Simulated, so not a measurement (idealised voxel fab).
This is a process module. Its name is voxel quadruple lines.
Section cut is 185 nm wide and gridded with 5 nm square cells.
Just so we're on the same page, the cross-sections are grids of square cells, and they're listed out in bands top to bottom, each band one or more rows deep.
This entry defines a band. It first specifies the height of the band's top and the height of its bottom in nm, and then specifies the band's materials from left to right, stating each material with its width in nm. The word "all across" identifies a single material that fills the band from edge to edge, while the word "blank" identifies empty space.
Where do heights start? At 0: under that level the wafer as delivered is made of one material only. And the lowest band has no floor; it just carries on downward, as in "0 down".
Read "30->40" as a graded width: first number on top, second number at the bottom, same change between each pair of neighbouring rows.
Key: "stayed the same" - step with no changed cell in the cross-section.
Listed in "Encapsulated voids": every empty space of 8 or more cells without an open way to the top. Form: width x height at distance, the distance being from the left edge, all in nm.
Post-settings text on a step line: simulator's own remark regarding the step.
overlay nm: right-of-plan distance of the mask on a masked step; negative values mean left-of-plan.

PROCESS STEPS FORESEEN IN THE PLAN
step 1: RECEIVE,material Si
step 2: CONFORMAL_DEP,material SiO2,thk nm 10
step 3: DIRECTIONAL_DEP,material W,thk nm 10
step 4: DIRECTIONAL_DEP,material polySi,thk nm 20
step 5: DIRECTIONAL_DEP,material aC,thk nm 20
step 6: PATTERN,tone cover,mask id MANDREL,material resist,width nm 35,thk nm 30,overlay nm -15
step 7: DIRECTIONAL_ETCH,etch materials aC,depth nm 20
step 8: STRIP,etch materials resist
step 9: CONFORMAL_DEP,material SiO2,thk nm 15
step 10: DIRECTIONAL_ETCH,etch materials SiO2,depth nm 15
step 11: STRIP,etch materials aC
step 12: DIRECTIONAL_ETCH,etch materials polySi,depth nm 20
step 13: STRIP,etch materials SiO2
step 14: CONFORMAL_DEP,material SiCN,thk nm 10
step 15: DIRECTIONAL_ETCH,etch materials SiCN,depth nm 10
step 16: STRIP,etch materials polySi
step 17: DIRECTIONAL_ETCH,etch materials W,depth nm 10
step 18: STRIP,etch materials SiCN
step 19: FILL_DEP,material SiO2,thk nm 10
step 20: CMP,height nm 20
varied across the wafers: overlay nm of step 6. The plan shows the first wafer's value. All wafers start alike

CROSS-SECTION OF THE FIRST OF SEVERAL WAFERS ON RECEIPT, REFLECTING COMPLETION OF STEP 1
- 0 down = Si all across
- Encapsulated voids: none

EACH ROW BELOW IS A WAFER AT THE END OF THE MODULE, LISTING FOR EVERY MATERIAL THE NUMBER OF CELLS IT HAS GAINED (+) OR LOST (-) SINCE IT WAS RECEIVED, FOLLOWED BY ITS CLOSED VOIDS
overlay nm -15; +132 SiO2; +16 W; Encapsulated voids: none
overlay nm -10; +132 SiO2; +16 W; Encapsulated voids: none
overlay nm -5; +132 SiO2; +16 W; Encapsulated voids: none
overlay nm 0; +132 SiO2; +16 W; Encapsulated voids: none
overlay nm 5; +132 SiO2; +16 W; Encapsulated voids: none
overlay nm 10; +132 SiO2; +16 W; Encapsulated voids: none
overlay nm 15; +132 SiO2; +16 W; Encapsulated voids: none
